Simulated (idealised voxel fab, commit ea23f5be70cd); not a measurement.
Process module in this document: voxel capacitor over wiring
cross-section cut | 300 nm wide | cells 5 nm
If you're reading a cross-section in this doc, picture square cells in a grid; it comes to you as bands, top ones listed first down to the bottom, and a band can be one or more rows of cells.
A band entry consists of two parts. The first gives the height of the band's top and the height of its bottom, in nm. The rest lists the band's materials from left to right, each with its width in nm. A single material labelled with the word "everywhere" fills the band from edge to edge, and the word "air" marks empty space.
Heights are reckoned from 0. Under this level, the received wafer is all of one material. The bottommost band is open-ended downward, for example "0 down".
Note: "30..40" means the width goes from the first number (top row of the band) to the second number (bottom row) in equal steps per row of cells.
Key: "nothing altered" - step with no changed cell in the cross-section.
If an empty space has no open way to the top and is at least 8 cells in size, "Closed internal voids" lists it, written width x height at distance, where distance is measured from the left edge and every value is in nm.
Formally, on a step line, whatever follows the settings is a remark that the simulator itself makes on the step.
You can add "overlay nm" to a step's line. For a step with a mask, it describes how far the mask lay to the right of its planned position, and a negative number describes a lay to the left.

Process steps (planned)
step 1: RECEIVE | material Si
step 2: CONFORMAL_DEP | material SiO2 | thk nm 15
step 3: CONFORMAL_DEP | material SiCN | thk nm 5
step 4: DIRECTIONAL_DEP | material SiO2 | thk nm 20
step 5: DIRECTIONAL_DEP | material aC | thk nm 15
step 6: PATTERN | tone open | mask id METAL_1 | material resist | width nm 25 | pitch nm 80 | thk nm 30 | overlay nm 0
step 7: DIRECTIONAL_ETCH | etch materials aC | depth nm 15
step 8: STRIP | etch materials resist
step 9: DIRECTIONAL_ETCH | etch materials SiO2 | depth nm 20
step 10: DIRECTIONAL_ETCH | etch materials SiCN | depth nm 5
step 11: STRIP | etch materials aC
step 12: CONFORMAL_DEP | material TiN | thk nm 5
step 13: FILL_DEP | material W | thk nm 5
step 14: CMP | height nm 40
step 15: CONFORMAL_DEP | material SiCN | thk nm 5
step 16: DIRECTIONAL_DEP | material SiO2 | thk nm 10
step 17: PATTERN | tone open | mask id PLUG_1 | material resist | width nm 15 | thk nm 20 | overlay nm 0
step 18: DIRECTIONAL_ETCH | etch materials SiO2 | depth nm 10
step 19: DIRECTIONAL_ETCH | etch materials SiCN | depth nm 5
step 20: STRIP | etch materials resist
step 21: CONFORMAL_DEP | material TiN | thk nm 5
step 22: FILL_DEP | material Ru | thk nm 10
step 23: CMP | height nm 55
step 24: DIRECTIONAL_DEP | material TiN | thk nm 5
step 25: DIRECTIONAL_DEP | material HfO2 | thk nm 5
step 26: DIRECTIONAL_DEP | material TiN | thk nm 5
step 27: MASKED_ETCH | tone cover | mask id UPPER_PLATE | width nm 60 | etch materials TiN | depth nm 5 | overlay nm 0
step 28: MASKED_ETCH | tone cover | mask id UPPER_PLATE | width nm 60 | etch materials HfO2 | depth nm 5 | overlay nm 0
step 29: MASKED_ETCH | tone cover | mask id LOWER_PLATE | width nm 70 | etch materials TiN | depth nm 5 | overlay nm 0
step 30: FILL_DEP | material SiO2 | thk nm 20
step 31: CMP | height nm 85
step 32: MASKED_ETCH | tone open | mask id PLUG_2 | width nm 15 | etch materials SiO2 | depth nm 15 | overlay nm 0
step 33: CONFORMAL_DEP | material TiN | thk nm 5
step 34: FILL_DEP | material Ru | thk nm 5
step 35: CMP | height nm 85
step 36: CONFORMAL_DEP | material SiCN | thk nm 5

Cross-section: wafer on arrival = after step 1
* 0 down: Si everywhere
* Closed internal voids: none

Module complete, cross-section. Starting point and plan per above. One mistake made in running the module
* 90 to 85: SiCN everywhere
* 85 to 75: 115 of SiO2, then 5 of TiN, then 5 of Ru, then 5 of TiN, then 170 of SiO2
* 75 to 65: 115..110 of SiO2, then 15..55 of TiN, then 170..135 of SiO2
* 65 to 60: 105 of SiO2, then 60 of HfO2, then 135 of SiO2
* 60 to 55: 100 of SiO2, then 70 of TiN, then 130 of SiO2
* 55 to 45: 105 of SiO2, then 5 of TiN, then 5 of Ru, then 5 of TiN, then 180 of SiO2
* 45 to 40: 105 of SiCN, then 15 of TiN, then 180 of SiCN
* 40 to 20: 95 of SiO2, then 5 of TiN, then 15 of W, then 5 of TiN, then 55 of SiO2, then 5 of TiN, then 15 of W, then 5 of TiN, then 100 of SiO2
* 20 to 15: 95 of SiCN, then 25 of TiN, then 55 of SiCN, then 25 of TiN, then 100 of SiCN
* 15 to 0: SiO2 everywhere
* 0 down: Si everywhere
* Closed internal voids: none
The mistake made against the process plan was this: step 27 did not happen as planned, as run it was MASKED_ETCH | tone cover | mask id UPPER_PLATE | width nm 55 | etch materials TiN | depth nm 5 | overlay nm 0
